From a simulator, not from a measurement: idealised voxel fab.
Documented hereafter: the process module known as voxel spacer lines.
In the cross-section labelled cut, the width is 215 nm and each square cell is 5 nm.
Throughout this document, each cross-section is represented as a grid of square cells and is presented as a sequence of bands enumerated from the top downward, where a band comprises one or more rows of cells.
Look at the band entry: it leads with the top's height and the bottom's height in nm. Then it lists the materials left to right, with a width in nm for each. The word "throughout" on a single material says that material fills the band edge to edge. The word "blank" is empty space.
We count height from 0. Below that, the starting wafer is all one material. The lowest band never ends at the bottom but goes on down; see "0 nm and below" for how that is written.
Width: "30..40" (first number = top row, second number = bottom row, same change from row to row of cells).
Reading "same as before" for a step: not a cell of the cross-section changed in it.
This entry, "Enclosed void inventory", enumerates those empty regions of no fewer than 8 cells that possess no open connection to the top. Each region is reported in the form width x height at distance, the distance being taken from the left edge, with all three quantities expressed in nm.
Read whatever lies past the settings on a step's line as the simulator's own remark about the step.
When a step includes a mask, the "overlay nm" setting on its line states how far to the right of its planned place that mask lay, and negative values state how far to the left.
List of planned process steps:
1) RECEIVE with material Si
2) CONFORMAL_DEP with material Al2O3, thk nm 10
3) DIRECTIONAL_DEP with material SiN, thk nm 15
4) DIRECTIONAL_DEP with material aC, thk nm 30
5) PATTERN with tone cover, mask id MANDREL, material resist, width nm 15, pitch nm 60, thk nm 40, overlay nm -15
6) DIRECTIONAL_ETCH with etch materials aC, depth nm 30
7) STRIP with etch materials resist
8) CONFORMAL_DEP with material SiO2, thk nm 15
9) DIRECTIONAL_ETCH with etch materials SiO2, depth nm 15
10) STRIP with etch materials aC
11) DIRECTIONAL_ETCH with etch materials SiN, depth nm 15
12) STRIP with etch materials SiO2
Don't read the plan's overlay nm for step 5 as applying to every wafer: that's the first wafer's value, and the wafers differ in it, though they all start identical.
Step 1 complete: as-received cross-section of the first of several wafers:
0 nm and below | Si throughout
Enclosed void inventory: none
Here's the first of several wafers in cross-section, end of the module, after the last step, step 12:
25 nm to 10 nm | blank 40; SiN 15; blank 15; SiN 15; blank 15; SiN 15; blank 15; SiN 15; blank 70
10 nm to 0 nm | Al2O3 throughout
0 nm and below | Si throughout
Enclosed void inventory: none
last wafer at the end:
25 nm to 10 nm | blank 70; SiN 15; blank 15; SiN 15; blank 15; SiN 15; blank 15; SiN 15; blank 40
10 nm to 0 nm | Al2O3 throughout
0 nm and below | Si throughout
Enclosed void inventory: none
Below is a per-wafer table. In it, each row describes the wafer at the end of the module by giving, for each material, the number of cells gained (+) or lost (-) since the wafer was received, and after that the closed voids of the wafer:
overlay nm -15 | +86 Al2O3 | +36 SiN | Enclosed void inventory: none
overlay nm -10 | +86 Al2O3 | +36 SiN | Enclosed void inventory: none
overlay nm -5 | +86 Al2O3 | +36 SiN | Enclosed void inventory: none
overlay nm 0 | +86 Al2O3 | +36 SiN | Enclosed void inventory: none
overlay nm 5 | +86 Al2O3 | +36 SiN | Enclosed void inventory: none
overlay nm 10 | +86 Al2O3 | +36 SiN | Enclosed void inventory: none
overlay nm 15 | +86 Al2O3 | +36 SiN | Enclosed void inventory: none
